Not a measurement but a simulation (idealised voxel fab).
Herein follows the process module entitled voxel spacer lines.
Xsec cut, 280 nm wide, square cell size 5 nm.
A cross-section is written here as square cells arranged in a grid, and it is given in bands from the top down, each band taking up one or more rows of cells. Band: top and bottom heights (nm) first, top before bottom; then materials from left to right, widths in nm. "full width" marks a sole material filling the band edge to edge. "blank" denotes empty space. Heights are measured from 0, the level below which the as-received wafer is all one material; the lowest band has no bottom and continues downward, written as in "0..down". Top row gets the first number, bottom row gets the second, and each row in between changes by the same step: that is how a band width like "30 to 40" works. Step note "identical to before" = no cross-section cell changed. Basically, "Non-vented voids" tells you about the enclosed voids: empty spaces with no open way to the top, 8 cells or bigger, each written width x height at distance, where distance is from the left edge, all in nm. Where a step's line continues beyond its settings, the continuation is a remark by the simulator itself on that step. Steps that use a mask can have "overlay nm" on their line. It says how far the mask sat to the right of where it was meant to be. Negative means to the left.
# Planned step list for the process
1 RECEIVE: material Si
2 CONFORMAL_DEP: material Al2O3, thk nm 10
3 DIRECTIONAL_DEP: material polySi, thk nm 15
4 DIRECTIONAL_DEP: material aC, thk nm 20
5 PATTERN: tone cover, mask id MANDREL, material resist, width nm 20, pitch nm 60, thk nm 30, overlay nm 0
6 DIRECTIONAL_ETCH: etch materials aC, depth nm 20
7 STRIP: etch materials resist
8 CONFORMAL_DEP: material SiO2, thk nm 10
9 DIRECTIONAL_ETCH: etch materials SiO2, depth nm 10
10 STRIP: etch materials aC
11 DIRECTIONAL_ETCH: etch materials polySi, depth nm 15
12 STRIP: etch materials SiO2
# Of two wafers, the first: run according to plan
# Cross-section, incoming material, after step 1
0..down: Si full width
Non-vented voids: none
# Once step 2 is through, the wafer looks like this in cross-section
10..0: Al2O3 full width
Everything under 0 stays put, no change at all.
# Once step 3 is through, the wafer looks like this in cross-section
25..10: polySi full width
Everything under 10 stays put, no change at all.
# Once step 4 is through, the wafer looks like this in cross-section
45..25: aC full width
Everything under 25 stays put, no change at all.
# Once step 5 is through, the wafer looks like this in cross-section
75..45: blank (100), then resist (20), then blank (40), then resist (20), then blank (100)
Everything under 45 stays put, no change at all.
# Once step 6 is through, the wafer looks like this in cross-section
55..45: blank (100), then resist (20), then blank (40), then resist (20), then blank (100)
45..25: blank (100), then aC (20), then blank (40), then aC (20), then blank (100)
Everything under 25 stays put, no change at all.
# Once step 7 is through, the wafer looks like this in cross-section
45..25: blank (100), then aC (20), then blank (40), then aC (20), then blank (100)
Everything under 25 stays put, no change at all.
# Once step 8 is through, the wafer looks like this in cross-section
55..45: blank (90), then SiO2 (40), then blank (20), then SiO2 (40), then blank (90)
45..35: blank (90), then SiO2 (10), then aC (20), then SiO2 (10), then blank (20), then SiO2 (10), then aC (20), then SiO2 (10), then blank (90)
35..25: SiO2 (100), then aC (20), then SiO2 (40), then aC (20), then SiO2 (100)
Everything under 25 stays put, no change at all.
# Once step 9 is through, the wafer looks like this in cross-section
45..25: blank (90), then SiO2 (10), then aC (20), then SiO2 (10), then blank (20), then SiO2 (10), then aC (20), then SiO2 (10), then blank (90)
Everything under 25 stays put, no change at all.
# Once step 10 is through, the wafer looks like this in cross-section
45..25: blank (90), then SiO2 (10), then blank (20), then SiO2 (10), then blank (20), then SiO2 (10), then blank (20), then SiO2 (10), then blank (90)
Everything under 25 stays put, no change at all.
# Once step 11 is through, the wafer looks like this in cross-section
45..25: blank (90), then SiO2 (10), then blank (20), then SiO2 (10), then blank (20), then SiO2 (10), then blank (20), then SiO2 (10), then blank (90)
25..10: blank (90), then polySi (10), then blank (20), then polySi (10), then blank (20), then polySi (10), then blank (20), then polySi (10), then blank (90)
Everything under 10 stays put, no change at all.
# Once step 12 is through, the wafer looks like this in cross-section
25..10: blank (90), then polySi (10), then blank (20), then polySi (10), then blank (20), then polySi (10), then blank (20), then polySi (10), then blank (90)
Everything under 10 stays put, no change at all.
# Wafer two. Same start, same plan, one slip in execution. Same as wafer one through step 3, inclusive
# Cross-sectional representation of the second wafer at the time designated in the plan for the completion of step 4
45..10: polySi full width
Everything under 10 stays put, no change at all.
# Cross-sectional representation of the second wafer at the time designated in the plan for the completion of step 5
75..45: blank (100), then resist (20), then blank (40), then resist (20), then blank (100)
Everything under 45 stays put, no change at all.
# Cross-sectional representation of the second wafer at the time designated in the plan for the completion of step 6
55..45: blank (100), then resist (20), then blank (40), then resist (20), then blank (100)
Everything under 45 stays put, no change at all.
# Cross-sectional representation of the second wafer at the time designated in the plan for the completion of step 7
45..10: polySi full width
Everything under 10 stays put, no change at all.
# Cross-sectional representation of the second wafer at the time designated in the plan for the completion of step 8
55..45: SiO2 full width
Everything under 45 stays put, no change at all.
# Cross-sectional representation of the second wafer at the time designated in the plan for the completion of step 9
45..10: polySi full width
Everything under 10 stays put, no change at all.
Cross-sectional representation of the second wafer at the time designated in the plan for the completion of step 10: identical to before
# Cross-sectional representation of the second wafer at the time designated in the plan for the completion of step 11
30..10: polySi full width
Everything under 10 stays put, no change at all.
Cross-sectional representation of the second wafer at the time designated in the plan for the completion of step 12: identical to before
Short version of what went wrong: not per plan at step 4, really ran DIRECTIONAL_DEP: material polySi, thk nm 20
Final comparison by cell count, materials where the second wafer has more or fewer than the first: +200 polySi
